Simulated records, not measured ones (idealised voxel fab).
You're looking at the process module voxel self aligned contacts.
Pictured: cross-section cut, 260 nm wide, on a grid of 5 nm square cells.
A cross-section is a grid of square cells, given in bands from the top down. A band is one or more rows of cells.
Read a band's entry like this: the first values are the height of its top and the height of its bottom in nm, and what follows is the sequence of materials from left to right, each with its width in nm. Note that "empty" is empty space, and that a single material marked "throughout" reaches across the band from edge to edge.
Heights are reckoned from 0. Under this level, the received wafer is all of one material. The bottommost band is open-ended downward, for example "0 -> down".
The two numbers in a width such as "30..40" mark its ends across the band: the first belongs to the top row of cells, the second to the bottom row, and from each row to the next the width moves by the same amount.
Any step labelled "nothing got changed" changed none of the cells in the cross-section.
Enclosed voids (no open way to top), threshold 8 cells or more, entry "Closed void entries", notation width x height at distance, distance from left edge, nm.
Whatever follows a step's settings on its line is a remark the simulator itself makes about that step.
overlay nm: for a step with a mask, the amount by which the mask lay right of where it was planned; a negative amount means left of it.
## Below is the list of planned process steps
| 1 | RECEIVE | material Si |
| 2 | CONFORMAL_DEP | material SiO2 | thk nm 5 |
| 3 | DIRECTIONAL_DEP | material polySi | thk nm 30 |
| 4 | DIRECTIONAL_DEP | material SiN | thk nm 25 |
| 5 | MASKED_ETCH | tone cover | mask id GATE | width nm 25 | pitch nm 60 | etch materials SiN | depth nm 25 | overlay nm 0 |
| 6 | MASKED_ETCH | tone cover | mask id GATE | width nm 25 | pitch nm 60 | etch materials polySi | depth nm 30 | overlay nm 0 |
| 7 | CONFORMAL_DEP | material SiN | thk nm 10 |
| 8 | DIRECTIONAL_ETCH | etch materials SiN | depth nm 10 |
| 9 | FILL_DEP | material SiO2 | thk nm 15 |
| 10 | CMP | height nm 65 |
| 11 | MASKED_ETCH | tone open | mask id CONTACT | width nm 45 | pitch nm 60 | etch materials SiO2 | depth nm 65 | overlay nm 0 |
| 12 | CONFORMAL_DEP | material TiN | thk nm 5 |
| 13 | FILL_DEP | material W | thk nm 5 |
| 14 | CMP | height nm 65 |
| 15 | CONFORMAL_DEP | material SiCN | thk nm 5 |
## Cross-section of the wafer at receipt, which is the condition after step 1
	0 -> down: Si throughout
	Closed void entries: none
## One mistake in running the module, otherwise start and plan as above: cross-section at the end
	70 -> 65: SiCN throughout
	65 -> 55: SiO2: 75 / TiN: 5..20 / W: 35..5 / TiN: 5..20 / SiO2: 15 / TiN: 5..20 / W: 35..5 / TiN: 5..20 / SiO2: 80
	55 -> 30: SiO2: 45 / SiN: 45 / TiN: 5 / W: 5 / TiN: 5 / SiN: 45 / TiN: 5 / W: 5 / TiN: 5 / SiN: 45 / SiO2: 50
	30 -> 5: SiO2: 45 / SiN: 10 / polySi: 25 / SiN: 10 / TiN: 5 / W: 5 / TiN: 5 / SiN: 10 / polySi: 25 / SiN: 10 / TiN: 5 / W: 5 / TiN: 5 / SiN: 10 / polySi: 25 / SiN: 10 / SiO2: 50
	5 -> 0: SiO2: 45 / SiN: 10 / polySi: 25 / SiN: 10 / TiN: 15 / SiN: 10 / polySi: 25 / SiN: 10 / TiN: 15 / SiN: 10 / polySi: 25 / SiN: 10 / SiO2: 50
	0 -> down: Si throughout
	Closed void entries: none
Diagnosis: step 2 in the plan did not get run; it was skipped
